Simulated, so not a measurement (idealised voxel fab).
process module | voxel local oxidation
cross-section cut | 245 nm wide | cells 5 nm
A cross-section is a grid of square cells, given in bands from the top down. A band is one or more rows of cells.
Each band's line starts with the height of the band's top and of its bottom, in nm. Then come its materials from left to right, each with its width in nm. One material with "throughout" fills the band from edge to edge. "air" is empty space.
Height 0 is the level under which the wafer as received is all one material. The lowest band goes on downwards, as in "0 down".
A width such as "30 to 40" changes by the same amount from each row of cells to the next, from the band's top row to its bottom row.
"no change" after a step means that no cell of the cross-section changed.
closed voids: empty space of 8 cells or more with no open way to the top, each as width x height at its distance from the left edge, in nm
after a step's settings: what the simulator itself notes on the step
overlay nm, on a step with a mask: how far to the right of its planned place the mask lay; to the left if negative
plan
1 op RECEIVE | material Si
2 op OXIDIZE | depth nm 5
3 op CONFORMAL_DEP | material SiN | thk nm 15
4 op MASKED_ETCH | tone cover | mask id ACTIVE | width nm 125 | etch materials SiN | depth nm 15 | overlay nm 0
5 op SELECTIVE_ETCH | etch materials SiO2 | depth nm 5
6 op OXIDIZE | depth nm 10
7 op STRIP | etch materials SiN
as received, after step 1
  0 down: Si throughout
  closed voids: none
first wafer at the end, as planned
  0 to -5: air 65 | SiO2 115 | air 65
  -5 to -15: SiO2 75 | Si 95 | SiO2 75
  -15 down: Si throughout
  closed voids: none
second wafer at the end: like start, like plan, one mistake
  0 to -5: air 65 | SiO2 115 | air 65
  -5 to -20: SiO2 80 | Si 85 | SiO2 80
  -20 down: Si throughout
  closed voids: none
what went wrong: step 6 ran as: op OXIDIZE | depth nm 15
at the end the second wafer has, in cells: 36 fewer of Si | 36 more of SiO2
